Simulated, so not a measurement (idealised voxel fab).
The document below concerns the process module designated voxel tone inversion.
cross-section cut | 280 nm wide | cells 5 nm
In what follows, cross-sections appear as grids of square cells, described through bands that run from the top down, where every band is one or more rows of cells. Heads up on the band format: heights come first, top then bottom, in nm. After that it's the materials left to right, each with its width in nm. A single material flagged "full width" fills the whole band edge to edge, and "air" means there's empty space there. Height is counted from the level 0, under which the received wafer is composed throughout of one material. The lowest of the bands is not closed at the bottom but continues downward, in the notation "top 0, no bottom". Read "30..40" as a graded width: first number on top, second number at the bottom, same change between each pair of neighbouring rows. Given "nothing got changed" for a step, no cell of the cross-section differs between before and after that step. In the "Closed void listing" entry, you get each enclosed empty space of 8 cells or more, one with no open way to the top, written width x height at distance, distance from the left edge, in nm. Formally, on a step line, whatever follows the settings is a remark that the simulator itself makes on the step. overlay nm: step with mask; distance mask lay right of planned place; negative value = left of planned place.

## The process steps that were planned are listed below
1 RECEIVE | material Si
2 CONFORMAL_DEP | material SiN | thk nm 10
3 DIRECTIONAL_DEP | material aC | thk nm 20
4 PATTERN | tone cover | mask id POSTS | material resist | width nm 20 | pitch nm 40 | thk nm 30 | overlay nm 0
5 DIRECTIONAL_ETCH | etch materials aC | depth nm 20
6 STRIP | etch materials resist
7 FILL_DEP | material lowk | thk nm 5
8 CMP | height nm 30
9 STRIP | etch materials aC
10 CONFORMAL_DEP | material TiN | thk nm 5
11 FILL_DEP | material Ru | thk nm 5
12 CMP | height nm 30
13 CONFORMAL_DEP | material SiCN | thk nm 5

## As-received wafer cross-section (after step 1)
> top 0, no bottom | Si full width
> Closed void listing: none

## Cross-section, first of two wafers, end of module, run as planned
> top 35, bottom 30 | SiCN full width
> top 30, bottom 15 | lowk=90 / TiN=5 / Ru=10 / TiN=5 / lowk=20 / TiN=5 / Ru=10 / TiN=5 / lowk=20 / TiN=5 / Ru=10 / TiN=5 / lowk=90
> top 15, bottom 10 | lowk=90 / TiN=20 / lowk=20 / TiN=20 / lowk=20 / TiN=20 / lowk=90
> top 10, bottom 0 | SiN full width
> top 0, no bottom | Si full width
> Closed void listing: none

## Wafer two (of two), end-of-module cross-section: start = wafer one, plan = wafer one, one run mistake
> top 35, bottom 30 | SiCN full width
> top 30, bottom 20 | SiN full width
> top 20, bottom 0 | aC full width
> top 0, no bottom | Si full width
> Closed void listing: none
Against the plan, the run slipped here: swap of plan steps 2 and 3 during execution
Heads up, by the end the second wafer has more or fewer cells of some materials compared to the first: Ru: 18 fewer | TiN: 30 fewer | aC: 224 more | lowk: 176 fewer
